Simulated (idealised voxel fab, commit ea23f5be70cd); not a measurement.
process module | voxel spacer lines
cross-section cut | 225 nm wide | cells 5 nm
A cross-section is a grid of square cells, given in bands from the top down. A band is one or more rows of cells.
Each band's line starts with the height of the band's top and of its bottom, in nm. Then come its materials from left to right, each with its width in nm. One material with "throughout" fills the band from edge to edge. "air" is empty space.
Height 0 is the level under which the wafer as received is all one material. The lowest band goes on downwards, as in "0 down".
A width such as "30 to 40" changes by the same amount from each row of cells to the next, from the band's top row to its bottom row.
"no change" after a step means that no cell of the cross-section changed.
closed voids: empty space of 8 cells or more with no open way to the top, each as width x height at its distance from the left edge, in nm
after a step's settings: what the simulator itself notes on the step
overlay nm, on a step with a mask: how far to the right of its planned place the mask lay; to the left if negative
Each pair below shows a cross-section before one step and the cross-section after it, down to the lowest band that changed. The line under each pair gives the step between them, with its settings. The pairs can come from different runs of this module on the same starting wafer, so a pair continues from the pair above only where its "before" says so.
before
  0 down: Si throughout
  closed voids: none
after
  5 to 0: SiO2 throughout
  below 0: unchanged
  closed voids: none
the step between: op CONFORMAL_DEP | material SiO2 | thk nm 5
before: the cross-section after the pair above
after
  25 to 5: TiN throughout
  below 5: unchanged
  closed voids: none
the step between: op DIRECTIONAL_DEP | material TiN | thk nm 20
before: the cross-section after the pair above
after
  50 to 25: polySi throughout
  below 25: unchanged
  closed voids: none
the step between: op DIRECTIONAL_DEP | material polySi | thk nm 25
before: the cross-section after the pair above
after
  85 to 50: air 55 | resist 15 | air 35 | resist 15 | air 35 | resist 15 | air 55
  below 50: unchanged
  closed voids: none
the step between: op PATTERN | tone cover | mask id MANDREL | material resist | width nm 15 | pitch nm 50 | thk nm 35 | overlay nm 0
before: the cross-section after the pair above
after
  85 to 50: air 55 | resist 15 | air 35 | resist 15 | air 35 | resist 15 | air 55
  50 to 25: air 55 | polySi 15 | air 35 | polySi 15 | air 35 | polySi 15 | air 55
  below 25: unchanged
  closed voids: none
the step between: op DIRECTIONAL_ETCH | etch materials polySi | depth nm 25
before: the cross-section after the pair above
after
  50 to 25: air 55 | polySi 15 | air 35 | polySi 15 | air 35 | polySi 15 | air 55
  below 25: unchanged
  closed voids: none
the step between: op STRIP | etch materials resist
before: the cross-section after the pair above
after
  60 to 50: air 45 | SiN 35 | air 15 | SiN 35 | air 15 | SiN 35 | air 45
  50 to 35: air 45 | SiN 10 | polySi 15 | SiN 10 | air 15 | SiN 10 | polySi 15 | SiN 10 | air 15 | SiN 10 | polySi 15 | SiN 10 | air 45
  35 to 25: SiN 55 | polySi 15 | SiN 35 | polySi 15 | SiN 35 | polySi 15 | SiN 55
  below 25: unchanged
  closed voids: none
the step between: op CONFORMAL_DEP | material SiN | thk nm 10
before: the cross-section after the pair above
after
  50 to 25: air 45 | SiN 10 | polySi 15 | SiN 10 | air 15 | SiN 10 | polySi 15 | SiN 10 | air 15 | SiN 10 | polySi 15 | SiN 10 | air 45
  below 25: unchanged
  closed voids: none
the step between: op DIRECTIONAL_ETCH | etch materials SiN | depth nm 10
before: the cross-section after the pair above
after
  50 to 25: air 45 | SiN 10 | air 15 | SiN 10 | air 15 | SiN 10 | air 15 | SiN 10 | air 15 | SiN 10 | air 15 | SiN 10 | air 45
  below 25: unchanged
  closed voids: none
the step between: op STRIP | etch materials polySi
before: the cross-section after the pair above
after
  50 to 25: air 45 | SiN 10 | air 15 | SiN 10 | air 15 | SiN 10 | air 15 | SiN 10 | air 15 | SiN 10 | air 15 | SiN 10 | air 45
  25 to 5: air 45 | TiN 10 | air 15 | TiN 10 | air 15 | TiN 10 | air 15 | TiN 10 | air 15 | TiN 10 | air 15 | TiN 10 | air 45
  below 5: unchanged
  closed voids: none
the step between: op DIRECTIONAL_ETCH | etch materials TiN | depth nm 20
before: the cross-section after the pair above
after
  25 to 5: air 45 | TiN 10 | air 15 | TiN 10 | air 15 | TiN 10 | air 15 | TiN 10 | air 15 | TiN 10 | air 15 | TiN 10 | air 45
  below 5: unchanged
  closed voids: none
the step between: op STRIP | etch materials SiN
before
  0 down: Si throughout
  closed voids: none
after
  20 to 0: TiN throughout
  below 0: unchanged
  closed voids: none
the step between: op DIRECTIONAL_DEP | material TiN | thk nm 20
before: the cross-section after the pair above
after
  45 to 20: polySi throughout
  below 20: unchanged
  closed voids: none
the step between: op DIRECTIONAL_DEP | material polySi | thk nm 25
before: the cross-section after the pair above
after
  80 to 45: air 55 | resist 15 | air 35 | resist 15 | air 35 | resist 15 | air 55
  below 45: unchanged
  closed voids: none
the step between: op PATTERN | tone cover | mask id MANDREL | material resist | width nm 15 | pitch nm 50 | thk nm 35 | overlay nm 0
before: the cross-section after the pair above
after
  80 to 45: air 55 | resist 15 | air 35 | resist 15 | air 35 | resist 15 | air 55
  45 to 20: air 55 | polySi 15 | air 35 | polySi 15 | air 35 | polySi 15 | air 55
  below 20: unchanged
  closed voids: none
the step between: op DIRECTIONAL_ETCH | etch materials polySi | depth nm 25
before: the cross-section after the pair above
after
  45 to 20: air 55 | polySi 15 | air 35 | polySi 15 | air 35 | polySi 15 | air 55
  below 20: unchanged
  closed voids: none
the step between: op STRIP | etch materials resist
before: the cross-section after the pair above
after
  55 to 45: air 45 | SiN 35 | air 15 | SiN 35 | air 15 | SiN 35 | air 45
  45 to 30: air 45 | SiN 10 | polySi 15 | SiN 10 | air 15 | SiN 10 | polySi 15 | SiN 10 | air 15 | SiN 10 | polySi 15 | SiN 10 | air 45
  30 to 20: SiN 55 | polySi 15 | SiN 35 | polySi 15 | SiN 35 | polySi 15 | SiN 55
  below 20: unchanged
  closed voids: none
the step between: op CONFORMAL_DEP | material SiN | thk nm 10
before: the cross-section after the pair above
after
  45 to 20: air 45 | SiN 10 | polySi 15 | SiN 10 | air 15 | SiN 10 | polySi 15 | SiN 10 | air 15 | SiN 10 | polySi 15 | SiN 10 | air 45
  below 20: unchanged
  closed voids: none
the step between: op DIRECTIONAL_ETCH | etch materials SiN | depth nm 10
before: the cross-section after the pair above
after
  45 to 20: air 45 | SiN 10 | air 15 | SiN 10 | air 15 | SiN 10 | air 15 | SiN 10 | air 15 | SiN 10 | air 15 | SiN 10 | air 45
  below 20: unchanged
  closed voids: none
the step between: op STRIP | etch materials polySi
before: the cross-section after the pair above
after
  45 to 20: air 45 | SiN 10 | air 15 | SiN 10 | air 15 | SiN 10 | air 15 | SiN 10 | air 15 | SiN 10 | air 15 | SiN 10 | air 45
  20 to 0: air 45 | TiN 10 | air 15 | TiN 10 | air 15 | TiN 10 | air 15 | TiN 10 | air 15 | TiN 10 | air 15 | TiN 10 | air 45
  below 0: unchanged
  closed voids: none
the step between: op DIRECTIONAL_ETCH | etch materials TiN | depth nm 20
before: the cross-section after the pair above
after
  20 to 0: air 45 | TiN 10 | air 15 | TiN 10 | air 15 | TiN 10 | air 15 | TiN 10 | air 15 | TiN 10 | air 15 | TiN 10 | air 45
  below 0: unchanged
  closed voids: none
the step between: op STRIP | etch materials SiN
before
  25 to 5: TiN throughout
  5 to 0: SiO2 throughout
  0 down: Si throughout
  closed voids: none
after
  45 to 5: TiN throughout
  below 5: unchanged
  closed voids: none
the step between: op DIRECTIONAL_DEP | material TiN | thk nm 20
before: the cross-section after the pair above
after
  70 to 45: polySi throughout
  below 45: unchanged
  closed voids: none
the step between: op DIRECTIONAL_DEP | material polySi | thk nm 25
before: the cross-section after the pair above
after
  105 to 70: air 55 | resist 15 | air 35 | resist 15 | air 35 | resist 15 | air 55
  below 70: unchanged
  closed voids: none
the step between: op PATTERN | tone cover | mask id MANDREL | material resist | width nm 15 | pitch nm 50 | thk nm 35 | overlay nm 0
before: the cross-section after the pair above
after
  105 to 70: air 55 | resist 15 | air 35 | resist 15 | air 35 | resist 15 | air 55
  70 to 45: air 55 | polySi 15 | air 35 | polySi 15 | air 35 | polySi 15 | air 55
  below 45: unchanged
  closed voids: none
the step between: op DIRECTIONAL_ETCH | etch materials polySi | depth nm 25
before: the cross-section after the pair above
after
  70 to 45: air 55 | polySi 15 | air 35 | polySi 15 | air 35 | polySi 15 | air 55
  below 45: unchanged
  closed voids: none
the step between: op STRIP | etch materials resist
before: the cross-section after the pair above
after
  80 to 70: air 45 | SiN 35 | air 15 | SiN 35 | air 15 | SiN 35 | air 45
  70 to 55: air 45 | SiN 10 | polySi 15 | SiN 10 | air 15 | SiN 10 | polySi 15 | SiN 10 | air 15 | SiN 10 | polySi 15 | SiN 10 | air 45
  55 to 45: SiN 55 | polySi 15 | SiN 35 | polySi 15 | SiN 35 | polySi 15 | SiN 55
  below 45: unchanged
  closed voids: none
the step between: op CONFORMAL_DEP | material SiN | thk nm 10
before: the cross-section after the pair above
after
  70 to 45: air 45 | SiN 10 | polySi 15 | SiN 10 | air 15 | SiN 10 | polySi 15 | SiN 10 | air 15 | SiN 10 | polySi 15 | SiN 10 | air 45
  below 45: unchanged
  closed voids: none
the step between: op DIRECTIONAL_ETCH | etch materials SiN | depth nm 10
before: the cross-section after the pair above
after
  70 to 45: air 45 | SiN 10 | air 15 | SiN 10 | air 15 | SiN 10 | air 15 | SiN 10 | air 15 | SiN 10 | air 15 | SiN 10 | air 45
  below 45: unchanged
  closed voids: none
the step between: op STRIP | etch materials polySi
before: the cross-section after the pair above
after
  70 to 45: air 45 | SiN 10 | air 15 | SiN 10 | air 15 | SiN 10 | air 15 | SiN 10 | air 15 | SiN 10 | air 15 | SiN 10 | air 45
  45 to 25: air 45 | TiN 10 | air 15 | TiN 10 | air 15 | TiN 10 | air 15 | TiN 10 | air 15 | TiN 10 | air 15 | TiN 10 | air 45
  below 25: unchanged
  closed voids: none
the step between: op DIRECTIONAL_ETCH | etch materials TiN | depth nm 20
before: the cross-section after the pair above
after
  45 to 25: air 45 | TiN 10 | air 15 | TiN 10 | air 15 | TiN 10 | air 15 | TiN 10 | air 15 | TiN 10 | air 15 | TiN 10 | air 45
  below 25: unchanged
  closed voids: none
the step between: op STRIP | etch materials SiN
before
  5 to 0: SiO2 throughout
  0 down: Si throughout
  closed voids: none
after
  30 to 5: polySi throughout
  below 5: unchanged
  closed voids: none
the step between: op DIRECTIONAL_DEP | material polySi | thk nm 25
before: the cross-section after the pair above
after
  50 to 30: TiN throughout
  below 30: unchanged
  closed voids: none
the step between: op DIRECTIONAL_DEP | material TiN | thk nm 20
before: the cross-section after the pair above
after
  85 to 50: air 55 | resist 15 | air 35 | resist 15 | air 35 | resist 15 | air 55
  below 50: unchanged
  closed voids: none
the step between: op PATTERN | tone cover | mask id MANDREL | material resist | width nm 15 | pitch nm 50 | thk nm 35 | overlay nm 0
before: the cross-section after the pair above
after
  50 to 30: TiN throughout
  below 30: unchanged
  closed voids: none
the step between: op STRIP | etch materials resist
before: the cross-section after the pair above
after
  60 to 50: SiN throughout
  below 50: unchanged
  closed voids: none
the step between: op CONFORMAL_DEP | material SiN | thk nm 10
before: the cross-section after the pair above
after
  50 to 30: TiN throughout
  below 30: unchanged
  closed voids: none
the step between: op DIRECTIONAL_ETCH | etch materials SiN | depth nm 10
before: the cross-section after the pair above
after
  30 to 5: polySi throughout
  below 5: unchanged
  closed voids: none
the step between: op DIRECTIONAL_ETCH | etch materials TiN | depth nm 20
before
  0 down: Si throughout
  closed voids: none
after
  15 to 0: SiO2 throughout
  below 0: unchanged
  closed voids: none
the step between: op CONFORMAL_DEP | material SiO2 | thk nm 15
before: the cross-section after the pair above
after
  35 to 15: TiN throughout
  below 15: unchanged
  closed voids: none
the step between: op DIRECTIONAL_DEP | material TiN | thk nm 20
before: the cross-section after the pair above
after
  60 to 35: polySi throughout
  below 35: unchanged
  closed voids: none
the step between: op DIRECTIONAL_DEP | material polySi | thk nm 25
before: the cross-section after the pair above
after
  95 to 60: air 55 | resist 15 | air 35 | resist 15 | air 35 | resist 15 | air 55
  below 60: unchanged
  closed voids: none
the step between: op PATTERN | tone cover | mask id MANDREL | material resist | width nm 15 | pitch nm 50 | thk nm 35 | overlay nm 0
before: the cross-section after the pair above
after
  95 to 60: air 55 | resist 15 | air 35 | resist 15 | air 35 | resist 15 | air 55
  60 to 35: air 55 | polySi 15 | air 35 | polySi 15 | air 35 | polySi 15 | air 55
  below 35: unchanged
  closed voids: none
the step between: op DIRECTIONAL_ETCH | etch materials polySi | depth nm 25
before: the cross-section after the pair above
after
  60 to 35: air 55 | polySi 15 | air 35 | polySi 15 | air 35 | polySi 15 | air 55
  below 35: unchanged
  closed voids: none
the step between: op STRIP | etch materials resist
before: the cross-section after the pair above
after
  70 to 60: air 45 | SiN 35 | air 15 | SiN 35 | air 15 | SiN 35 | air 45
  60 to 45: air 45 | SiN 10 | polySi 15 | SiN 10 | air 15 | SiN 10 | polySi 15 | SiN 10 | air 15 | SiN 10 | polySi 15 | SiN 10 | air 45
  45 to 35: SiN 55 | polySi 15 | SiN 35 | polySi 15 | SiN 35 | polySi 15 | SiN 55
  below 35: unchanged
  closed voids: none
the step between: op CONFORMAL_DEP | material SiN | thk nm 10
before: the cross-section after the pair above
after
  60 to 35: air 45 | SiN 10 | polySi 15 | SiN 10 | air 15 | SiN 10 | polySi 15 | SiN 10 | air 15 | SiN 10 | polySi 15 | SiN 10 | air 45
  below 35: unchanged
  closed voids: none
the step between: op DIRECTIONAL_ETCH | etch materials SiN | depth nm 10
before: the cross-section after the pair above
after
  60 to 35: air 45 | SiN 10 | air 15 | SiN 10 | air 15 | SiN 10 | air 15 | SiN 10 | air 15 | SiN 10 | air 15 | SiN 10 | air 45
  below 35: unchanged
  closed voids: none
the step between: op STRIP | etch materials polySi
before: the cross-section after the pair above
after
  60 to 35: air 45 | SiN 10 | air 15 | SiN 10 | air 15 | SiN 10 | air 15 | SiN 10 | air 15 | SiN 10 | air 15 | SiN 10 | air 45
  35 to 15: air 45 | TiN 10 | air 15 | TiN 10 | air 15 | TiN 10 | air 15 | TiN 10 | air 15 | TiN 10 | air 15 | TiN 10 | air 45
  below 15: unchanged
  closed voids: none
the step between: op DIRECTIONAL_ETCH | etch materials TiN | depth nm 20
before: the cross-section after the pair above
after
  35 to 15: air 45 | TiN 10 | air 15 | TiN 10 | air 15 | TiN 10 | air 15 | TiN 10 | air 15 | TiN 10 | air 15 | TiN 10 | air 45
  below 15: unchanged
  closed voids: none
the step between: op STRIP | etch materials SiN
before
  50 to 25: polySi throughout
  25 to 5: TiN throughout
  5 to 0: SiO2 throughout
  0 down: Si throughout
  closed voids: none
after
  85 to 50: air 55 | resist 20 | air 30 | resist 20 | air 30 | resist 20 | air 50
  below 50: unchanged
  closed voids: none
the step between: op PATTERN | tone cover | mask id MANDREL | material resist | width nm 20 | pitch nm 50 | thk nm 35 | overlay nm 0
before: the cross-section after the pair above
after
  85 to 50: air 55 | resist 20 | air 30 | resist 20 | air 30 | resist 20 | air 50
  50 to 25: air 55 | polySi 20 | air 30 | polySi 20 | air 30 | polySi 20 | air 50
  below 25: unchanged
  closed voids: none
the step between: op DIRECTIONAL_ETCH | etch materials polySi | depth nm 25
before: the cross-section after the pair above
after
  50 to 25: air 55 | polySi 20 | air 30 | polySi 20 | air 30 | polySi 20 | air 50
  below 25: unchanged
  closed voids: none
the step between: op STRIP | etch materials resist
before: the cross-section after the pair above
after
  60 to 50: air 45 | SiN 40 | air 10 | SiN 40 | air 10 | SiN 40 | air 40
  50 to 35: air 45 | SiN 10 | polySi 20 | SiN 10 | air 10 | SiN 10 | polySi 20 | SiN 10 | air 10 | SiN 10 | polySi 20 | SiN 10 | air 40
  35 to 25: SiN 55 | polySi 20 | SiN 30 | polySi 20 | SiN 30 | polySi 20 | SiN 50
  below 25: unchanged
  closed voids: none
the step between: op CONFORMAL_DEP | material SiN | thk nm 10
before: the cross-section after the pair above
after
  50 to 25: air 45 | SiN 10 | polySi 20 | SiN 10 | air 10 | SiN 10 | polySi 20 | SiN 10 | air 10 | SiN 10 | polySi 20 | SiN 10 | air 40
  below 25: unchanged
  closed voids: none
the step between: op DIRECTIONAL_ETCH | etch materials SiN | depth nm 10
before: the cross-section after the pair above
after
  50 to 25: air 45 | SiN 10 | air 20 | SiN 10 | air 10 | SiN 10 | air 20 | SiN 10 | air 10 | SiN 10 | air 20 | SiN 10 | air 40
  below 25: unchanged
  closed voids: none
the step between: op STRIP | etch materials polySi
before: the cross-section after the pair above
after
  50 to 25: air 45 | SiN 10 | air 20 | SiN 10 | air 10 | SiN 10 | air 20 | SiN 10 | air 10 | SiN 10 | air 20 | SiN 10 | air 40
  25 to 5: air 45 | TiN 10 | air 20 | TiN 10 | air 10 | TiN 10 | air 20 | TiN 10 | air 10 | TiN 10 | air 20 | TiN 10 | air 40
  below 5: unchanged
  closed voids: none
the step between: op DIRECTIONAL_ETCH | etch materials TiN | depth nm 20
before: the cross-section after the pair above
after
  25 to 5: air 45 | TiN 10 | air 20 | TiN 10 | air 10 | TiN 10 | air 20 | TiN 10 | air 10 | TiN 10 | air 20 | TiN 10 | air 40
  below 5: unchanged
  closed voids: none
the step between: op STRIP | etch materials SiN
before
  50 to 25: polySi throughout
  25 to 5: TiN throughout
  5 to 0: SiO2 throughout
  0 down: Si throughout
  closed voids: none
after
  85 to 50: air 65 | resist 15 | air 35 | resist 15 | air 35 | resist 15 | air 45
  below 50: unchanged
  closed voids: none
the step between: op PATTERN | tone cover | mask id MANDREL | material resist | width nm 15 | pitch nm 50 | thk nm 35 | overlay nm 10
before: the cross-section after the pair above
after
  85 to 50: air 65 | resist 15 | air 35 | resist 15 | air 35 | resist 15 | air 45
  50 to 25: air 65 | polySi 15 | air 35 | polySi 15 | air 35 | polySi 15 | air 45
  below 25: unchanged
  closed voids: none
the step between: op DIRECTIONAL_ETCH | etch materials polySi | depth nm 25
before: the cross-section after the pair above
after
  50 to 25: air 65 | polySi 15 | air 35 | polySi 15 | air 35 | polySi 15 | air 45
  below 25: unchanged
  closed voids: none
the step between: op STRIP | etch materials resist
before: the cross-section after the pair above
after
  60 to 50: air 55 | SiN 35 | air 15 | SiN 35 | air 15 | SiN 35 | air 35
  50 to 35: air 55 | SiN 10 | polySi 15 | SiN 10 | air 15 | SiN 10 | polySi 15 | SiN 10 | air 15 | SiN 10 | polySi 15 | SiN 10 | air 35
  35 to 25: SiN 65 | polySi 15 | SiN 35 | polySi 15 | SiN 35 | polySi 15 | SiN 45
  below 25: unchanged
  closed voids: none
the step between: op CONFORMAL_DEP | material SiN | thk nm 10
before: the cross-section after the pair above
after
  50 to 25: air 55 | SiN 10 | polySi 15 | SiN 10 | air 15 | SiN 10 | polySi 15 | SiN 10 | air 15 | SiN 10 | polySi 15 | SiN 10 | air 35
  below 25: unchanged
  closed voids: none
the step between: op DIRECTIONAL_ETCH | etch materials SiN | depth nm 10
before: the cross-section after the pair above
after
  50 to 25: air 55 | SiN 10 | air 15 | SiN 10 | air 15 | SiN 10 | air 15 | SiN 10 | air 15 | SiN 10 | air 15 | SiN 10 | air 35
  below 25: unchanged
  closed voids: none
the step between: op STRIP | etch materials polySi
before: the cross-section after the pair above
after
  50 to 25: air 55 | SiN 10 | air 15 | SiN 10 | air 15 | SiN 10 | air 15 | SiN 10 | air 15 | SiN 10 | air 15 | SiN 10 | air 35
  25 to 5: air 55 | TiN 10 | air 15 | TiN 10 | air 15 | TiN 10 | air 15 | TiN 10 | air 15 | TiN 10 | air 15 | TiN 10 | air 35
  below 5: unchanged
  closed voids: none
the step between: op DIRECTIONAL_ETCH | etch materials TiN | depth nm 20
before: the cross-section after the pair above
after
  25 to 5: air 55 | TiN 10 | air 15 | TiN 10 | air 15 | TiN 10 | air 15 | TiN 10 | air 15 | TiN 10 | air 15 | TiN 10 | air 35
  below 5: unchanged
  closed voids: none
the step between: op STRIP | etch materials SiN
before
  0 down: Si throughout
  closed voids: none
after
  5 to 0: TiN throughout
  below 0: unchanged
  closed voids: none
the step between: op CONFORMAL_DEP | material TiN | thk nm 5
before: the cross-section after the pair above
after
  25 to 0: TiN throughout
  below 0: unchanged
  closed voids: none
the step between: op DIRECTIONAL_DEP | material TiN | thk nm 20
before: the cross-section after the pair above
after
  50 to 25: polySi throughout
  below 25: unchanged
  closed voids: none
the step between: op DIRECTIONAL_DEP | material polySi | thk nm 25
before: the cross-section after the pair above
after
  85 to 50: air 55 | resist 15 | air 35 | resist 15 | air 35 | resist 15 | air 55
  below 50: unchanged
  closed voids: none
the step between: op PATTERN | tone cover | mask id MANDREL | material resist | width nm 15 | pitch nm 50 | thk nm 35 | overlay nm 0
before: the cross-section after the pair above
after
  85 to 50: air 55 | resist 15 | air 35 | resist 15 | air 35 | resist 15 | air 55
  50 to 25: air 55 | polySi 15 | air 35 | polySi 15 | air 35 | polySi 15 | air 55
  below 25: unchanged
  closed voids: none
the step between: op DIRECTIONAL_ETCH | etch materials polySi | depth nm 25
before: the cross-section after the pair above
after
  50 to 25: air 55 | polySi 15 | air 35 | polySi 15 | air 35 | polySi 15 | air 55
  below 25: unchanged
  closed voids: none
the step between: op STRIP | etch materials resist
before: the cross-section after the pair above
after
  60 to 50: air 45 | SiN 35 | air 15 | SiN 35 | air 15 | SiN 35 | air 45
  50 to 35: air 45 | SiN 10 | polySi 15 | SiN 10 | air 15 | SiN 10 | polySi 15 | SiN 10 | air 15 | SiN 10 | polySi 15 | SiN 10 | air 45
  35 to 25: SiN 55 | polySi 15 | SiN 35 | polySi 15 | SiN 35 | polySi 15 | SiN 55
  below 25: unchanged
  closed voids: none
the step between: op CONFORMAL_DEP | material SiN | thk nm 10
before: the cross-section after the pair above
after
  50 to 25: air 45 | SiN 10 | polySi 15 | SiN 10 | air 15 | SiN 10 | polySi 15 | SiN 10 | air 15 | SiN 10 | polySi 15 | SiN 10 | air 45
  below 25: unchanged
  closed voids: none
the step between: op DIRECTIONAL_ETCH | etch materials SiN | depth nm 10
before: the cross-section after the pair above
after
  50 to 25: air 45 | SiN 10 | air 15 | SiN 10 | air 15 | SiN 10 | air 15 | SiN 10 | air 15 | SiN 10 | air 15 | SiN 10 | air 45
  below 25: unchanged
  closed voids: none
the step between: op STRIP | etch materials polySi
before: the cross-section after the pair above
after
  50 to 25: air 45 | SiN 10 | air 15 | SiN 10 | air 15 | SiN 10 | air 15 | SiN 10 | air 15 | SiN 10 | air 15 | SiN 10 | air 45
  25 to 5: air 45 | TiN 10 | air 15 | TiN 10 | air 15 | TiN 10 | air 15 | TiN 10 | air 15 | TiN 10 | air 15 | TiN 10 | air 45
  below 5: unchanged
  closed voids: none
the step between: op DIRECTIONAL_ETCH | etch materials TiN | depth nm 20
before: the cross-section after the pair above
after
  25 to 5: air 45 | TiN 10 | air 15 | TiN 10 | air 15 | TiN 10 | air 15 | TiN 10 | air 15 | TiN 10 | air 15 | TiN 10 | air 45
  below 5: unchanged
  closed voids: none
the step between: op STRIP | etch materials SiN
before
  50 to 25: polySi throughout
  25 to 5: TiN throughout
  5 to 0: SiO2 throughout
  0 down: Si throughout
  closed voids: none
after
  85 to 50: resist 55 | air 15 | resist 35 | air 15 | resist 35 | air 15 | resist 55
  below 50: unchanged
  closed voids: none
the step between: op PATTERN | tone open | mask id MANDREL | material resist | width nm 15 | pitch nm 50 | thk nm 35 | overlay nm 0
before: the cross-section after the pair above
after
  85 to 50: resist 55 | air 15 | resist 35 | air 15 | resist 35 | air 15 | resist 55
  50 to 25: polySi 55 | air 15 | polySi 35 | air 15 | polySi 35 | air 15 | polySi 55
  below 25: unchanged
  closed voids: none
the step between: op DIRECTIONAL_ETCH | etch materials polySi | depth nm 25
before: the cross-section after the pair above
after
  50 to 25: polySi 55 | air 15 | polySi 35 | air 15 | polySi 35 | air 15 | polySi 55
  below 25: unchanged
  closed voids: none
the step between: op STRIP | etch materials resist
before: the cross-section after the pair above
after
  60 to 50: SiN throughout
  50 to 25: polySi 55 | SiN 15 | polySi 35 | SiN 15 | polySi 35 | SiN 15 | polySi 55
  below 25: unchanged
  closed voids: none
the step between: op CONFORMAL_DEP | material SiN | thk nm 10
before: the cross-section after the pair above
after
  50 to 25: polySi 55 | SiN 15 | polySi 35 | SiN 15 | polySi 35 | SiN 15 | polySi 55
  below 25: unchanged
  closed voids: none
the step between: op DIRECTIONAL_ETCH | etch materials SiN | depth nm 10
before: the cross-section after the pair above
after
  50 to 25: air 55 | SiN 15 | air 35 | SiN 15 | air 35 | SiN 15 | air 55
  below 25: unchanged
  closed voids: none
the step between: op STRIP | etch materials polySi
before: the cross-section after the pair above
after
  50 to 25: air 55 | SiN 15 | air 35 | SiN 15 | air 35 | SiN 15 | air 55
  25 to 5: air 55 | TiN 15 | air 35 | TiN 15 | air 35 | TiN 15 | air 55
  below 5: unchanged
  closed voids: none
the step between: op DIRECTIONAL_ETCH | etch materials TiN | depth nm 20
before: the cross-section after the pair above
after
  25 to 5: air 55 | TiN 15 | air 35 | TiN 15 | air 35 | TiN 15 | air 55
  below 5: unchanged
  closed voids: none
the step between: op STRIP | etch materials SiN
